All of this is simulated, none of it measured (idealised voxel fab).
process module | voxel wiring stack
cross-section cut | 150 nm wide | cells 5 nm
A cross-section is a grid of square cells, given in bands from the top down. A band is one or more rows of cells.
Each band's line starts with the height of the band's top and of its bottom, in nm. Then come its materials from left to right, each with its width in nm. One material with "throughout" fills the band from edge to edge. "air" is empty space.
Height 0 is the level under which the wafer as received is all one material. The lowest band goes on downwards, as in "0 down".
A width such as "30 to 40" changes by the same amount from each row of cells to the next, from the band's top row to its bottom row.
"no change" after a step means that no cell of the cross-section changed.
closed voids: empty space of 8 cells or more with no open way to the top, each as width x height at its distance from the left edge, in nm
after a step's settings: what the simulator itself notes on the step
overlay nm, on a step with a mask: how far to the right of its planned place the mask lay; to the left if negative
plan
1 op RECEIVE | material Si
2 op CONFORMAL_DEP | material SiO2 | thk nm 10
3 op DIRECTIONAL_DEP | material TiN | thk nm 5
4 op DIRECTIONAL_DEP | material W | thk nm 20
5 op MASKED_ETCH | tone cover | mask id METAL_1 | width nm 20 | pitch nm 35 | etch materials W | depth nm 20 | overlay nm 0
6 op MASKED_ETCH | tone cover | mask id METAL_1 | width nm 20 | pitch nm 35 | etch materials TiN | depth nm 5 | overlay nm 0
7 op FILL_DEP | material lowk | thk nm 10
8 op CMP | height nm 35
9 op CONFORMAL_DEP | material SiCN | thk nm 5
10 op DIRECTIONAL_DEP | material SiO2 | thk nm 20
11 op MASKED_ETCH | tone open | mask id PLUG_1 | width nm 15 | etch materials SiO2 | depth nm 20 | overlay nm 0
12 op MASKED_ETCH | tone open | mask id PLUG_1 | width nm 15 | etch materials SiCN | depth nm 5 | overlay nm 0
13 op CONFORMAL_DEP | material TiN | thk nm 5
14 op FILL_DEP | material Ru | thk nm 5
15 op CMP | height nm 60
16 op CONFORMAL_DEP | material SiCN | thk nm 5
17 op DIRECTIONAL_DEP | material lowk | thk nm 25
18 op DIRECTIONAL_DEP | material aC | thk nm 10
19 op PATTERN | tone open | mask id METAL_2 | material resist | width nm 20 | pitch nm 35 | thk nm 25 | overlay nm 0
20 op DIRECTIONAL_ETCH | etch materials aC | depth nm 10
21 op STRIP | etch materials resist
22 op DIRECTIONAL_ETCH | etch materials lowk | depth nm 25
23 op DIRECTIONAL_ETCH | etch materials SiCN | depth nm 5
24 op STRIP | etch materials aC
25 op CONFORMAL_DEP | material TiN | thk nm 5
26 op FILL_DEP | material Ru | thk nm 5
27 op CMP | height nm 90
28 op EPI | material Ru | thk nm 5
29 op FILL_DEP | material SiCN | thk nm 5
first wafer, as planned
as received, after step 1
  0 down: Si throughout
  closed voids: none
after step 2
  10 to 0: SiO2 throughout
  below 0: unchanged
after step 3
  15 to 10: TiN throughout
  below 10: unchanged
after step 4
  35 to 15: W throughout
  below 15: unchanged
after step 5
  35 to 15: air 45 | W 20 | air 15 | W 20 | air 50
  below 15: unchanged
after step 6
  35 to 15: air 45 | W 20 | air 15 | W 20 | air 50
  15 to 10: air 45 | TiN 20 | air 15 | TiN 20 | air 50
  below 10: unchanged
after step 7
  45 to 35: lowk throughout
  35 to 15: lowk 45 | W 20 | lowk 15 | W 20 | lowk 50
  15 to 10: lowk 45 | TiN 20 | lowk 15 | TiN 20 | lowk 50
  below 10: unchanged
after step 8
  35 to 15: lowk 45 | W 20 | lowk 15 | W 20 | lowk 50
  below 15: unchanged
after step 9
  40 to 35: SiCN throughout
  below 35: unchanged
after step 10
  60 to 40: SiO2 throughout
  below 40: unchanged
after step 11
  60 to 40: SiO2 45 | air 15 | SiO2 90
  below 40: unchanged
after step 12
  60 to 40: SiO2 45 | air 15 | SiO2 90
  40 to 35: SiCN 45 | air 15 | SiCN 90
  below 35: unchanged
after step 13
  65 to 60: TiN 50 | air 5 | TiN 95
  60 to 40: SiO2 45 | TiN 5 | air 5 | TiN 5 | SiO2 90
  40 to 35: SiCN 45 | TiN 15 | SiCN 90
  below 35: unchanged
after step 14
  70 to 65: Ru throughout
  65 to 60: TiN 50 | Ru 5 | TiN 95
  60 to 40: SiO2 45 | TiN 5 | Ru 5 | TiN 5 | SiO2 90
  below 40: unchanged
after step 15
  60 to 40: SiO2 45 | TiN 5 | Ru 5 | TiN 5 | SiO2 90
  below 40: unchanged
after step 16
  65 to 60: SiCN throughout
  below 60: unchanged
after step 17
  90 to 65: lowk throughout
  below 65: unchanged
after step 18
  100 to 90: aC throughout
  below 90: unchanged
after step 19
  125 to 100: resist 45 | air 20 | resist 15 | air 20 | resist 50
  below 100: unchanged
after step 20
  115 to 100: resist 45 | air 20 | resist 15 | air 20 | resist 50
  100 to 90: aC 45 | air 20 | aC 15 | air 20 | aC 50
  below 90: unchanged
after step 21
  100 to 90: aC 45 | air 20 | aC 15 | air 20 | aC 50
  below 90: unchanged
after step 22
  100 to 90: aC 45 | air 20 | aC 15 | air 20 | aC 50
  90 to 65: lowk 45 | air 20 | lowk 15 | air 20 | lowk 50
  below 65: unchanged
after step 23
  100 to 90: aC 45 | air 20 | aC 15 | air 20 | aC 50
  90 to 65: lowk 45 | air 20 | lowk 15 | air 20 | lowk 50
  65 to 60: SiCN 45 | air 20 | SiCN 15 | air 20 | SiCN 50
  below 60: unchanged
after step 24
  90 to 65: lowk 45 | air 20 | lowk 15 | air 20 | lowk 50
  below 65: unchanged
after step 25
  95 to 90: TiN 50 | air 10 | TiN 25 | air 10 | TiN 55
  90 to 65: lowk 45 | TiN 5 | air 10 | TiN 5 | lowk 15 | TiN 5 | air 10 | TiN 5 | lowk 50
  65 to 60: SiCN 45 | TiN 20 | SiCN 15 | TiN 20 | SiCN 50
  below 60: unchanged
after step 26
  100 to 95: Ru throughout
  95 to 90: TiN 50 | Ru 10 | TiN 25 | Ru 10 | TiN 55
  90 to 65: lowk 45 | TiN 5 | Ru 10 | TiN 5 | lowk 15 | TiN 5 | Ru 10 | TiN 5 | lowk 50
  below 65: unchanged
after step 27
  90 to 65: lowk 45 | TiN 5 | Ru 10 | TiN 5 | lowk 15 | TiN 5 | Ru 10 | TiN 5 | lowk 50
  below 65: unchanged
after step 28
  95 to 90: air 40 | Ru 30 | air 5 | Ru 30 | air 45
  below 90: unchanged
after step 29
  100 to 95: SiCN throughout
  95 to 90: SiCN 40 | Ru 30 | SiCN 5 | Ru 30 | SiCN 45
  below 90: unchanged
second wafer: like start, like plan, one mistake. Through step 18 it matches the first wafer
when step 19 should have ended
  125 to 100: resist 55 | air 20 | resist 15 | air 20 | resist 40
  below 100: unchanged
when step 20 should have ended
  115 to 100: resist 55 | air 20 | resist 15 | air 20 | resist 40
  100 to 90: aC 55 | air 20 | aC 15 | air 20 | aC 40
  below 90: unchanged
when step 21 should have ended
  100 to 90: aC 55 | air 20 | aC 15 | air 20 | aC 40
  below 90: unchanged
when step 22 should have ended
  100 to 90: aC 55 | air 20 | aC 15 | air 20 | aC 40
  90 to 65: lowk 55 | air 20 | lowk 15 | air 20 | lowk 40
  below 65: unchanged
when step 23 should have ended
  100 to 90: aC 55 | air 20 | aC 15 | air 20 | aC 40
  90 to 65: lowk 55 | air 20 | lowk 15 | air 20 | lowk 40
  65 to 60: SiCN 55 | air 20 | SiCN 15 | air 20 | SiCN 40
  below 60: unchanged
when step 24 should have ended
  90 to 65: lowk 55 | air 20 | lowk 15 | air 20 | lowk 40
  below 65: unchanged
when step 25 should have ended
  95 to 90: TiN 60 | air 10 | TiN 25 | air 10 | TiN 45
  90 to 65: lowk 55 | TiN 5 | air 10 | TiN 5 | lowk 15 | TiN 5 | air 10 | TiN 5 | lowk 40
  65 to 60: SiCN 55 | TiN 20 | SiCN 15 | TiN 20 | SiCN 40
  below 60: unchanged
when step 26 should have ended
  100 to 95: Ru throughout
  95 to 90: TiN 60 | Ru 10 | TiN 25 | Ru 10 | TiN 45
  90 to 65: lowk 55 | TiN 5 | Ru 10 | TiN 5 | lowk 15 | TiN 5 | Ru 10 | TiN 5 | lowk 40
  below 65: unchanged
when step 27 should have ended
  90 to 65: lowk 55 | TiN 5 | Ru 10 | TiN 5 | lowk 15 | TiN 5 | Ru 10 | TiN 5 | lowk 40
  below 65: unchanged
when step 28 should have ended
  95 to 90: air 50 | Ru 30 | air 5 | Ru 30 | air 35
  below 90: unchanged
when step 29 should have ended
  100 to 95: SiCN throughout
  95 to 90: SiCN 50 | Ru 30 | SiCN 5 | Ru 30 | SiCN 35
  below 90: unchanged
what went wrong: step 19 ran as: op PATTERN | tone open | mask id METAL_2 | material resist | width nm 20 | pitch nm 35 | thk nm 25 | overlay nm 10
at the end the second wafer has, in cells: as many of each material as the first, in other places
